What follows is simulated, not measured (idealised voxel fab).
Presented below is a process module, voxel spacer lines.
Displayed cross-section: cut, width of 300 nm, square cells sized 5 nm.
Cross-section layout: square cells on a grid; listed as bands, top to bottom; a band spans one or more cell rows.
For a band, the entry starts with two heights in nm, that of the top and then that of the bottom, and carries on with the band's materials in order from left to right, each alongside its width in nm; the word "edge to edge" beside a single material means it fills the band edge to edge, and "air" means empty space.
We count height from 0. Below that, the starting wafer is all one material. The lowest band never ends at the bottom but goes on down; see "0..down" for how that is written.
The expression "30 to 40" gives the width at the extremes of the band, the first number at its top row of cells and the second at its bottom row, with the width changing by equal amounts from each row to the next in between.
You'll sometimes find "same as before" written for a step, and that's the way of saying that nowhere in the cross-section did a cell change during that step.
"Enclosed void catalog" means: voids of 8 cells or more that are shut off from the top with no open way through. Written width x height at distance, distance from the left edge, in nm.
Whatever follows a step's settings on its line is a remark the simulator itself makes about that step.
overlay nm: step with mask; distance mask lay right of planned place; negative value = left of planned place.

### Steps planned for the process
1. RECEIVE: material Si
2. CONFORMAL_DEP: material Al2O3, thk nm 5
3. DIRECTIONAL_DEP: material W, thk nm 10
4. DIRECTIONAL_DEP: material aC, thk nm 20
5. PATTERN: tone cover, mask id MANDREL, material resist, width nm 15, pitch nm 50, thk nm 30, overlay nm 0
6. DIRECTIONAL_ETCH: etch materials aC, depth nm 20
7. STRIP: etch materials resist
8. CONFORMAL_DEP: material SiO2, thk nm 10
9. DIRECTIONAL_ETCH: etch materials SiO2, depth nm 10
10. STRIP: etch materials aC
11. DIRECTIONAL_ETCH: etch materials W, depth nm 10
12. STRIP: etch materials SiO2
13. FILL_DEP: material SiO2, thk nm 5
14. CMP: height nm 15

### The first wafer of two, processed as planned

### As received (post step 1): cross-section
0..down = Si edge to edge
Enclosed void catalog: none

### After step 2, in cross-section
5..0 = Al2O3 edge to edge
Below 0, the layers are the same as they were.

### After step 3, in cross-section
15..5 = W edge to edge
Below 5, the layers are the same as they were.

### After step 4, in cross-section
35..15 = aC edge to edge
Below 15, the layers are the same as they were.

### After step 5, in cross-section
65..35 = 90 air  15 resist  35 air  15 resist  35 air  15 resist  95 air
Below 35, the layers are the same as they were.

### After step 6, in cross-section
45..35 = 90 air  15 resist  35 air  15 resist  35 air  15 resist  95 air
35..15 = 90 air  15 aC  35 air  15 aC  35 air  15 aC  95 air
Below 15, the layers are the same as they were.

### After step 7, in cross-section
35..15 = 90 air  15 aC  35 air  15 aC  35 air  15 aC  95 air
Below 15, the layers are the same as they were.

### After step 8, in cross-section
45..35 = 80 air  35 SiO2  15 air  35 SiO2  15 air  35 SiO2  85 air
35..25 = 80 air  10 SiO2  15 aC  10 SiO2  15 air  10 SiO2  15 aC  10 SiO2  15 air  10 SiO2  15 aC  10 SiO2  85 air
25..15 = 90 SiO2  15 aC  35 SiO2  15 aC  35 SiO2  15 aC  95 SiO2
Below 15, the layers are the same as they were.

### After step 9, in cross-section
35..15 = 80 air  10 SiO2  15 aC  10 SiO2  15 air  10 SiO2  15 aC  10 SiO2  15 air  10 SiO2  15 aC  10 SiO2  85 air
Below 15, the layers are the same as they were.

### After step 10, in cross-section
35..15 = 80 air  10 SiO2  15 air  10 SiO2  15 air  10 SiO2  15 air  10 SiO2  15 air  10 SiO2  15 air  10 SiO2  85 air
Below 15, the layers are the same as they were.

### After step 11, in cross-section
35..15 = 80 air  10 SiO2  15 air  10 SiO2  15 air  10 SiO2  15 air  10 SiO2  15 air  10 SiO2  15 air  10 SiO2  85 air
15..5 = 80 air  10 W  15 air  10 W  15 air  10 W  15 air  10 W  15 air  10 W  15 air  10 W  85 air
Below 5, the layers are the same as they were.

### After step 12, in cross-section
15..5 = 80 air  10 W  15 air  10 W  15 air  10 W  15 air  10 W  15 air  10 W  15 air  10 W  85 air
Below 5, the layers are the same as they were.

### After step 13, in cross-section
20..15 = SiO2 edge to edge
15..5 = 80 SiO2  10 W  15 SiO2  10 W  15 SiO2  10 W  15 SiO2  10 W  15 SiO2  10 W  15 SiO2  10 W  85 SiO2
Below 5, the layers are the same as they were.

### After step 14, in cross-section
15..5 = 80 SiO2  10 W  15 SiO2  10 W  15 SiO2  10 W  15 SiO2  10 W  15 SiO2  10 W  15 SiO2  10 W  85 SiO2
Below 5, the layers are the same as they were.

### The second wafer was prepared from the same starting point and under the same plan as the first; its processing contained one mistake, and it remains indistinguishable from the first wafer up to and including step 13

### What the second wafer looks like in cross-section when step 14 should have wrapped up
10..5 = 80 SiO2  10 W  15 SiO2  10 W  15 SiO2  10 W  15 SiO2  10 W  15 SiO2  10 W  15 SiO2  10 W  85 SiO2
Below 5, the layers are the same as they were.
It is concluded that the wafer was processed incorrectly with respect to the plan, in that step 14 changed vs plan, executed as CMP: height nm 10
Once processing is complete, comparing cell counts shows that the second wafer has more or fewer of certain materials than the first: SiO2 -48, W -12
